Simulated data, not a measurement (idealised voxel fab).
Name of the process module below: voxel self aligned contacts
Square cells of 5 nm make up the cross-section cut, whose width is 235 nm.
For the purposes of this document, a cross-section shall be understood as a grid of square cells, specified as bands listed in top-to-bottom order, each band consisting of one or more rows of cells. Top, bottom (nm), then materials left to right with widths (nm); lone material tagged "edge to edge" fills the whole band edge to edge; "blank" = empty space. Convention: height 0 is the level below which the wafer, as received, is all one material. The lowest band does not terminate at the bottom but continues downward, represented as "top 0, no bottom". Note: "30..40" means the width goes from the first number (top row of the band) to the second number (bottom row) in equal steps per row of cells. Where a step carries "remained the same", the cross-section came out of it unchanged, cell for cell. "Trapped voids" means: voids of 8 cells or more that are shut off from the top with no open way through. Written width x height at distance, distance from the left edge, in nm. That trailing text on a step's line, after the settings, is the simulator's own remark on the step. overlay nm: right-of-plan distance of the mask on a masked step; negative values mean left-of-plan.

So here's the lineup of process steps we planned
| 1 | op RECEIVE | material Si |
| 2 | op CONFORMAL_DEP | material SiO2 | thk nm 5 |
| 3 | op DIRECTIONAL_DEP | material polySi | thk nm 25 |
| 4 | op DIRECTIONAL_DEP | material SiN | thk nm 20 |
| 5 | op DIRECTIONAL_DEP | material aC | thk nm 10 |
| 6 | op PATTERN | tone cover | mask id GATE | material resist | width nm 35 | pitch nm 60 | thk nm 30 | overlay nm 0 |
| 7 | op DIRECTIONAL_ETCH | etch materials aC | depth nm 10 |
| 8 | op STRIP | etch materials resist |
| 9 | op DIRECTIONAL_ETCH | etch materials SiN | depth nm 20 |
| 10 | op DIRECTIONAL_ETCH | etch materials polySi | depth nm 25 |
| 11 | op STRIP | etch materials aC |
| 12 | op CONFORMAL_DEP | material SiN | thk nm 5 |
| 13 | op DIRECTIONAL_ETCH | etch materials SiN | depth nm 5 |
| 14 | op FILL_DEP | material SiO2 | thk nm 15 |
| 15 | op CMP | height nm 55 |
| 16 | op DIRECTIONAL_DEP | material aC | thk nm 15 |
| 17 | op PATTERN | tone open | mask id CONTACT | material resist | width nm 45 | pitch nm 60 | thk nm 35 | overlay nm 0 |
| 18 | op DIRECTIONAL_ETCH | etch materials aC | depth nm 15 |
| 19 | op STRIP | etch materials resist |
| 20 | op DIRECTIONAL_ETCH | etch materials SiO2 | depth nm 55 |
| 21 | op STRIP | etch materials aC |
| 22 | op CONFORMAL_DEP | material TiN | thk nm 5 |
| 23 | op FILL_DEP | material W | thk nm 10 |
| 24 | op CMP | height nm 55 |
| 25 | op CONFORMAL_DEP | material SiN | thk nm 5 |

Account of the first of two wafers, which was processed as intended

Cross-section of the wafer as it came to us, i.e., already through step 1
top 0, no bottom | Si edge to edge
Trapped voids: none

How the wafer stands in section after step 2
top 5, bottom 0 | SiO2 edge to edge
Note: structure below 0 unchanged.

How the wafer stands in section after step 3
top 30, bottom 5 | polySi edge to edge
Note: structure below 5 unchanged.

How the wafer stands in section after step 4
top 50, bottom 30 | SiN edge to edge
Note: structure below 30 unchanged.

How the wafer stands in section after step 5
top 60, bottom 50 | aC edge to edge
Note: structure below 50 unchanged.

How the wafer stands in section after step 6
top 90, bottom 60 | blank 40  resist 35  blank 25  resist 35  blank 25  resist 35  blank 40
Note: structure below 60 unchanged.

How the wafer stands in section after step 7
top 80, bottom 60 | blank 40  resist 35  blank 25  resist 35  blank 25  resist 35  blank 40
top 60, bottom 50 | blank 40  aC 35  blank 25  aC 35  blank 25  aC 35  blank 40
Note: structure below 50 unchanged.

How the wafer stands in section after step 8
top 60, bottom 50 | blank 40  aC 35  blank 25  aC 35  blank 25  aC 35  blank 40
Note: structure below 50 unchanged.

How the wafer stands in section after step 9
top 60, bottom 50 | blank 40  aC 35  blank 25  aC 35  blank 25  aC 35  blank 40
top 50, bottom 30 | blank 40  SiN 35  blank 25  SiN 35  blank 25  SiN 35  blank 40
Note: structure below 30 unchanged.

How the wafer stands in section after step 10
top 60, bottom 50 | blank 40  aC 35  blank 25  aC 35  blank 25  aC 35  blank 40
top 50, bottom 30 | blank 40  SiN 35  blank 25  SiN 35  blank 25  SiN 35  blank 40
top 30, bottom 5 | blank 40  polySi 35  blank 25  polySi 35  blank 25  polySi 35  blank 40
Note: structure below 5 unchanged.

How the wafer stands in section after step 11
top 50, bottom 30 | blank 40  SiN 35  blank 25  SiN 35  blank 25  SiN 35  blank 40
Note: structure below 30 unchanged.

How the wafer stands in section after step 12
top 55, bottom 30 | blank 35  SiN 45  blank 15  SiN 45  blank 15  SiN 45  blank 35
top 30, bottom 10 | blank 35  SiN 5  polySi 35  SiN 5  blank 15  SiN 5  polySi 35  SiN 5  blank 15  SiN 5  polySi 35  SiN 5  blank 35
top 10, bottom 5 | SiN 40  polySi 35  SiN 25  polySi 35  SiN 25  polySi 35  SiN 40
Note: structure below 5 unchanged.

How the wafer stands in section after step 13
top 50, bottom 30 | blank 35  SiN 45  blank 15  SiN 45  blank 15  SiN 45  blank 35
top 30, bottom 5 | blank 35  SiN 5  polySi 35  SiN 5  blank 15  SiN 5  polySi 35  SiN 5  blank 15  SiN 5  polySi 35  SiN 5  blank 35
Note: structure below 5 unchanged.

How the wafer stands in section after step 14
top 65, bottom 50 | SiO2 edge to edge
top 50, bottom 30 | SiO2 35  SiN 45  SiO2 15  SiN 45  SiO2 15  SiN 45  SiO2 35
top 30, bottom 5 | SiO2 35  SiN 5  polySi 35  SiN 5  SiO2 15  SiN 5  polySi 35  SiN 5  SiO2 15  SiN 5  polySi 35  SiN 5  SiO2 35
Note: structure below 5 unchanged.

How the wafer stands in section after step 15
top 55, bottom 50 | SiO2 edge to edge
Note: structure below 50 unchanged.

How the wafer stands in section after step 16
top 70, bottom 55 | aC edge to edge
Note: structure below 55 unchanged.

How the wafer stands in section after step 17
top 105, bottom 70 | resist 65  blank 45  resist 15  blank 45  resist 65
Note: structure below 70 unchanged.

How the wafer stands in section after step 18
top 90, bottom 70 | resist 65  blank 45  resist 15  blank 45  resist 65
top 70, bottom 55 | aC 65  blank 45  aC 15  blank 45  aC 65
Note: structure below 55 unchanged.

How the wafer stands in section after step 19
top 70, bottom 55 | aC 65  blank 45  aC 15  blank 45  aC 65
Note: structure below 55 unchanged.

How the wafer stands in section after step 20
top 70, bottom 55 | aC 65  blank 45  aC 15  blank 45  aC 65
top 55, bottom 50 | SiO2 65  blank 45  SiO2 15  blank 45  SiO2 65
top 50, bottom 30 | SiO2 35  SiN 45  blank 15  SiN 45  blank 15  SiN 45  SiO2 35
top 30, bottom 5 | SiO2 35  SiN 5  polySi 35  SiN 5  blank 15  SiN 5  polySi 35  SiN 5  blank 15  SiN 5  polySi 35  SiN 5  SiO2 35
top 5, bottom 0 | SiO2 80  blank 15  SiO2 45  blank 15  SiO2 80
Note: structure below 0 unchanged.

How the wafer stands in section after step 21
top 55, bottom 50 | SiO2 65  blank 45  SiO2 15  blank 45  SiO2 65
Note: structure below 50 unchanged.

How the wafer stands in section after step 22
top 60, bottom 55 | TiN 70  blank 35  TiN 25  blank 35  TiN 70
top 55, bottom 50 | SiO2 65  TiN 20  blank 5  TiN 20  SiO2 15  TiN 20  blank 5  TiN 20  SiO2 65
top 50, bottom 30 | SiO2 35  SiN 45  TiN 5  blank 5  TiN 5  SiN 45  TiN 5  blank 5  TiN 5  SiN 45  SiO2 35
top 30, bottom 5 | SiO2 35  SiN 5  polySi 35  SiN 5  TiN 5  blank 5  TiN 5  SiN 5  polySi 35  SiN 5  TiN 5  blank 5  TiN 5  SiN 5  polySi 35  SiN 5  SiO2 35
top 5, bottom 0 | SiO2 80  TiN 15  SiO2 45  TiN 15  SiO2 80
Note: structure below 0 unchanged.

How the wafer stands in section after step 23
top 70, bottom 60 | W edge to edge
top 60, bottom 55 | TiN 70  W 35  TiN 25  W 35  TiN 70
top 55, bottom 50 | SiO2 65  TiN 20  W 5  TiN 20  SiO2 15  TiN 20  W 5  TiN 20  SiO2 65
top 50, bottom 30 | SiO2 35  SiN 45  TiN 5  W 5  TiN 5  SiN 45  TiN 5  W 5  TiN 5  SiN 45  SiO2 35
top 30, bottom 5 | SiO2 35  SiN 5  polySi 35  SiN 5  TiN 5  W 5  TiN 5  SiN 5  polySi 35  SiN 5  TiN 5  W 5  TiN 5  SiN 5  polySi 35  SiN 5  SiO2 35
Note: structure below 5 unchanged.

How the wafer stands in section after step 24
top 55, bottom 50 | SiO2 65  TiN 20  W 5  TiN 20  SiO2 15  TiN 20  W 5  TiN 20  SiO2 65
Note: structure below 50 unchanged.

How the wafer stands in section after step 25
top 60, bottom 55 | SiN edge to edge
Note: structure below 55 unchanged.

Companion wafer, the second of two: same beginning, same intended sequence, one mistake in carrying it out; through step 1 inclusive it tracks the first exactly

Second wafer, sectioned view, at step 2's planned end time
top 25, bottom 0 | polySi edge to edge
Note: structure below 0 unchanged.

Second wafer, sectioned view, at step 3's planned end time
top 30, bottom 25 | SiO2 edge to edge
Note: structure below 25 unchanged.

Second wafer, sectioned view, at step 4's planned end time
top 50, bottom 30 | SiN edge to edge
Note: structure below 30 unchanged.

Second wafer, sectioned view, at step 5's planned end time
top 60, bottom 50 | aC edge to edge
Note: structure below 50 unchanged.

Second wafer, sectioned view, at step 6's planned end time
top 90, bottom 60 | blank 40  resist 35  blank 25  resist 35  blank 25  resist 35  blank 40
Note: structure below 60 unchanged.

Second wafer, sectioned view, at step 7's planned end time
top 80, bottom 60 | blank 40  resist 35  blank 25  resist 35  blank 25  resist 35  blank 40
top 60, bottom 50 | blank 40  aC 35  blank 25  aC 35  blank 25  aC 35  blank 40
Note: structure below 50 unchanged.

Second wafer, sectioned view, at step 8's planned end time
top 60, bottom 50 | blank 40  aC 35  blank 25  aC 35  blank 25  aC 35  blank 40
Note: structure below 50 unchanged.

Second wafer, sectioned view, at step 9's planned end time
top 60, bottom 50 | blank 40  aC 35  blank 25  aC 35  blank 25  aC 35  blank 40
top 50, bottom 30 | blank 40  SiN 35  blank 25  SiN 35  blank 25  SiN 35  blank 40
Note: structure below 30 unchanged.

Second wafer, sectioned view, at step 10's planned end time: remained the same

Second wafer, sectioned view, at step 11's planned end time
top 50, bottom 30 | blank 40  SiN 35  blank 25  SiN 35  blank 25  SiN 35  blank 40
Note: structure below 30 unchanged.

Second wafer, sectioned view, at step 12's planned end time
top 55, bottom 35 | blank 35  SiN 45  blank 15  SiN 45  blank 15  SiN 45  blank 35
top 35, bottom 30 | SiN edge to edge
Note: structure below 30 unchanged.

Second wafer, sectioned view, at step 13's planned end time
top 50, bottom 30 | blank 35  SiN 45  blank 15  SiN 45  blank 15  SiN 45  blank 35
Note: structure below 30 unchanged.

Second wafer, sectioned view, at step 14's planned end time
top 65, bottom 50 | SiO2 edge to edge
top 50, bottom 30 | SiO2 35  SiN 45  SiO2 15  SiN 45  SiO2 15  SiN 45  SiO2 35
Note: structure below 30 unchanged.

Second wafer, sectioned view, at step 15's planned end time
top 55, bottom 50 | SiO2 edge to edge
Note: structure below 50 unchanged.

Second wafer, sectioned view, at step 16's planned end time
top 70, bottom 55 | aC edge to edge
Note: structure below 55 unchanged.

Second wafer, sectioned view, at step 17's planned end time
top 105, bottom 70 | resist 65  blank 45  resist 15  blank 45  resist 65
Note: structure below 70 unchanged.

Second wafer, sectioned view, at step 18's planned end time
top 90, bottom 70 | resist 65  blank 45  resist 15  blank 45  resist 65
top 70, bottom 55 | aC 65  blank 45  aC 15  blank 45  aC 65
Note: structure below 55 unchanged.

Second wafer, sectioned view, at step 19's planned end time
top 70, bottom 55 | aC 65  blank 45  aC 15  blank 45  aC 65
Note: structure below 55 unchanged.

Second wafer, sectioned view, at step 20's planned end time
top 70, bottom 55 | aC 65  blank 45  aC 15  blank 45  aC 65
top 55, bottom 50 | SiO2 65  blank 45  SiO2 15  blank 45  SiO2 65
top 50, bottom 30 | SiO2 35  SiN 45  blank 15  SiN 45  blank 15  SiN 45  SiO2 35
top 30, bottom 25 | SiO2 80  blank 15  SiO2 45  blank 15  SiO2 80
Note: structure below 25 unchanged.

Second wafer, sectioned view, at step 21's planned end time
top 55, bottom 50 | SiO2 65  blank 45  SiO2 15  blank 45  SiO2 65
Note: structure below 50 unchanged.

Second wafer, sectioned view, at step 22's planned end time
top 60, bottom 55 | TiN 70  blank 35  TiN 25  blank 35  TiN 70
top 55, bottom 50 | SiO2 65  TiN 20  blank 5  TiN 20  SiO2 15  TiN 20  blank 5  TiN 20  SiO2 65
top 50, bottom 30 | SiO2 35  SiN 45  TiN 5  blank 5  TiN 5  SiN 45  TiN 5  blank 5  TiN 5  SiN 45  SiO2 35
top 30, bottom 25 | SiO2 80  TiN 15  SiO2 45  TiN 15  SiO2 80
Note: structure below 25 unchanged.

Second wafer, sectioned view, at step 23's planned end time
top 70, bottom 60 | W edge to edge
top 60, bottom 55 | TiN 70  W 35  TiN 25  W 35  TiN 70
top 55, bottom 50 | SiO2 65  TiN 20  W 5  TiN 20  SiO2 15  TiN 20  W 5  TiN 20  SiO2 65
top 50, bottom 30 | SiO2 35  SiN 45  TiN 5  W 5  TiN 5  SiN 45  TiN 5  W 5  TiN 5  SiN 45  SiO2 35
Note: structure below 30 unchanged.

Second wafer, sectioned view, at step 24's planned end time
top 55, bottom 50 | SiO2 65  TiN 20  W 5  TiN 20  SiO2 15  TiN 20  W 5  TiN 20  SiO2 65
Note: structure below 50 unchanged.

Second wafer, sectioned view, at step 25's planned end time
top 60, bottom 55 | SiN edge to edge
Note: structure below 55 unchanged.
Short version of what went wrong: steps 2 and 3 of the plan were run in the wrong order, each in the other's place
End of process, cell counts, second wafer against first, materials with more or fewer: -30 SiN, -70 SiO2, -20 TiN, -10 W, +130 polySi
